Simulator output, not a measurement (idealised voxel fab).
You're looking at the process module voxel gate over fins.
This is section cut - it's 295 nm across, gridded in 5 nm square cells.
Cross-section spec: square-cell grid; bands listed top down; each band is one or more rows.
This entry defines a band. It first specifies the height of the band's top and the height of its bottom in nm, and then specifies the band's materials from left to right, stating each material with its width in nm. The word "throughout" identifies a single material that fills the band from edge to edge, while the word "air" identifies empty space.
Heights are measured from 0, the level below which the as-received wafer is all one material; the lowest band has no bottom and continues downward, written as in "0 -> down".
The two numbers in a width such as "30->40" mark its ends across the band: the first belongs to the top row of cells, the second to the bottom row, and from each row to the next the width moves by the same amount.
What does "no alterations made" mean for a step? It means no cell of the cross-section changed in that step.
Closed-off voids of 8+ cells (no open route to the top) go in "Closed void register", written width x height at distance from the left edge, in nm.
Whatever follows a step's settings on its line is a remark the simulator itself makes about that step.
"overlay nm" answers the question of how far to the right of plan the mask lay on a step that has a mask, and when it is negative the answer is to the left.

This section lists the process steps that were planned:
1 RECEIVE (material Si)
2 CONFORMAL_DEP (material SiN; thk nm 5)
3 MASKED_ETCH (tone cover; mask id FINS; width nm 15; pitch nm 45; etch materials SiN; depth nm 5; overlay nm 0)
4 MASKED_ETCH (tone cover; mask id FINS; width nm 15; pitch nm 45; etch materials Si; depth nm 35; overlay nm 0)
5 FILL_DEP (material SiO2; thk nm 15)
6 CMP (height nm 5)
7 SELECTIVE_ETCH (etch materials SiO2; depth nm 20)
8 STRIP (etch materials SiN)
9 CONFORMAL_DEP (material HfO2; thk nm 5)
10 CONFORMAL_DEP (material TiN; thk nm 5)
11 CONFORMAL_DEP (material TiAl; thk nm 5)
12 CONFORMAL_DEP (material TiN; thk nm 5)
13 FILL_DEP (material W; thk nm 10)
14 CMP (height nm 25)
15 CONFORMAL_DEP (material SiN; thk nm 5)

First out of two wafers; run went to plan:

As received, after step 1:
    0 -> down  Si throughout
    Closed void register: none

Cross-section: wafer state after step 2:
    5 -> 0  SiN throughout
    below 0: unchanged

Cross-section: wafer state after step 3:
    5 -> 0  air 70, SiN 15, air 30, SiN 15, air 30, SiN 15, air 30, SiN 15, air 75
    below 0: unchanged

Cross-section: wafer state after step 4:
    5 -> 0  air 70, SiN 15, air 30, SiN 15, air 30, SiN 15, air 30, SiN 15, air 75
    0 -> -35  air 70, Si 15, air 30, Si 15, air 30, Si 15, air 30, Si 15, air 75
    below -35: unchanged

Cross-section: wafer state after step 5:
    20 -> 5  SiO2 throughout
    5 -> 0  SiO2 70, SiN 15, SiO2 30, SiN 15, SiO2 30, SiN 15, SiO2 30, SiN 15, SiO2 75
    0 -> -35  SiO2 70, Si 15, SiO2 30, Si 15, SiO2 30, Si 15, SiO2 30, Si 15, SiO2 75
    below -35: unchanged

Cross-section: wafer state after step 6:
    5 -> 0  SiO2 70, SiN 15, SiO2 30, SiN 15, SiO2 30, SiN 15, SiO2 30, SiN 15, SiO2 75
    below 0: unchanged

Cross-section: wafer state after step 7:
    5 -> 0  air 70, SiN 15, air 30, SiN 15, air 30, SiN 15, air 30, SiN 15, air 75
    0 -> -15  air 70, Si 15, air 30, Si 15, air 30, Si 15, air 30, Si 15, air 75
    below -15: unchanged

Cross-section: wafer state after step 8:
    0 -> -15  air 70, Si 15, air 30, Si 15, air 30, Si 15, air 30, Si 15, air 75
    below -15: unchanged

Cross-section: wafer state after step 9:
    5 -> 0  air 65, HfO2 25, air 20, HfO2 25, air 20, HfO2 25, air 20, HfO2 25, air 70
    0 -> -10  air 65, HfO2 5, Si 15, HfO2 5, air 20, HfO2 5, Si 15, HfO2 5, air 20, HfO2 5, Si 15, HfO2 5, air 20, HfO2 5, Si 15, HfO2 5, air 70
    -10 -> -15  HfO2 70, Si 15, HfO2 30, Si 15, HfO2 30, Si 15, HfO2 30, Si 15, HfO2 75
    below -15: unchanged

Cross-section: wafer state after step 10:
    10 -> 5  air 60, TiN 35, air 10, TiN 35, air 10, TiN 35, air 10, TiN 35, air 65
    5 -> 0  air 60, TiN 5, HfO2 25, TiN 5, air 10, TiN 5, HfO2 25, TiN 5, air 10, TiN 5, HfO2 25, TiN 5, air 10, TiN 5, HfO2 25, TiN 5, air 65
    0 -> -5  air 60, TiN 5, HfO2 5, Si 15, HfO2 5, TiN 5, air 10, TiN 5, HfO2 5, Si 15, HfO2 5, TiN 5, air 10, TiN 5, HfO2 5, Si 15, HfO2 5, TiN 5, air 10, TiN 5, HfO2 5, Si 15, HfO2 5, TiN 5, air 65
    -5 -> -10  TiN 65, HfO2 5, Si 15, HfO2 5, TiN 20, HfO2 5, Si 15, HfO2 5, TiN 20, HfO2 5, Si 15, HfO2 5, TiN 20, HfO2 5, Si 15, HfO2 5, TiN 70
    below -10: unchanged

Cross-section: wafer state after step 11:
    15 -> 10  air 55, TiAl 180, air 60
    10 -> 5  air 55, TiAl 5, TiN 35, TiAl 10, TiN 35, TiAl 10, TiN 35, TiAl 10, TiN 35, TiAl 5, air 60
    5 -> 0  air 55, TiAl 5, TiN 5, HfO2 25, TiN 5, TiAl 10, TiN 5, HfO2 25, TiN 5, TiAl 10, TiN 5, HfO2 25, TiN 5, TiAl 10, TiN 5, HfO2 25, TiN 5, TiAl 5, air 60
    0 -> -5  TiAl 60, TiN 5, HfO2 5, Si 15, HfO2 5, TiN 5, TiAl 10, TiN 5, HfO2 5, Si 15, HfO2 5, TiN 5, TiAl 10, TiN 5, HfO2 5, Si 15, HfO2 5, TiN 5, TiAl 10, TiN 5, HfO2 5, Si 15, HfO2 5, TiN 5, TiAl 65
    below -5: unchanged

Cross-section: wafer state after step 12:
    20 -> 15  air 50, TiN 190, air 55
    15 -> 10  air 50, TiN 5, TiAl 180, TiN 5, air 55
    10 -> 5  air 50, TiN 5, TiAl 5, TiN 35, TiAl 10, TiN 35, TiAl 10, TiN 35, TiAl 10, TiN 35, TiAl 5, TiN 5, air 55
    5 -> 0  TiN 55, TiAl 5, TiN 5, HfO2 25, TiN 5, TiAl 10, TiN 5, HfO2 25, TiN 5, TiAl 10, TiN 5, HfO2 25, TiN 5, TiAl 10, TiN 5, HfO2 25, TiN 5, TiAl 5, TiN 60
    below 0: unchanged

Cross-section: wafer state after step 13:
    30 -> 20  W throughout
    20 -> 15  W 50, TiN 190, W 55
    15 -> 10  W 50, TiN 5, TiAl 180, TiN 5, W 55
    10 -> 5  W 50, TiN 5, TiAl 5, TiN 35, TiAl 10, TiN 35, TiAl 10, TiN 35, TiAl 10, TiN 35, TiAl 5, TiN 5, W 55
    below 5: unchanged

Cross-section: wafer state after step 14:
    25 -> 20  W throughout
    below 20: unchanged

Cross-section: wafer state after step 15:
    30 -> 25  SiN throughout
    below 25: unchanged

Notes, second wafer: start = first wafer's, plan = first wafer's, execution had one mistake; history identical to first through step 5:

Second wafer, cross-section, planned end of step 6: no alterations made

Second wafer, cross-section, planned end of step 7:
    5 -> 0  air 70, SiN 15, air 30, SiN 15, air 30, SiN 15, air 30, SiN 15, air 75
    below 0: unchanged

Second wafer, cross-section, planned end of step 8:
    0 -> -35  SiO2 70, Si 15, SiO2 30, Si 15, SiO2 30, Si 15, SiO2 30, Si 15, SiO2 75
    below -35: unchanged

Second wafer, cross-section, planned end of step 9:
    5 -> 0  HfO2 throughout
    below 0: unchanged

Second wafer, cross-section, planned end of step 10:
    10 -> 5  TiN throughout
    below 5: unchanged

Second wafer, cross-section, planned end of step 11:
    15 -> 10  TiAl throughout
    below 10: unchanged

Second wafer, cross-section, planned end of step 12:
    20 -> 15  TiN throughout
    below 15: unchanged

Second wafer, cross-section, planned end of step 13:
    30 -> 20  W throughout
    below 20: unchanged

Second wafer, cross-section, planned end of step 14:
    25 -> 20  W throughout
    below 20: unchanged

Second wafer, cross-section, planned end of step 15:
    30 -> 25  SiN throughout
    below 25: unchanged
Deviation from plan: it should be noted that step 6 of the plan was omitted and was not performed
Bottom line after processing is that, in cells, the second wafer is up or down on some materials versus the first: 24 fewer of HfO2, 141 more of SiO2, 24 fewer of TiAl, 30 fewer of TiN, 63 fewer of W
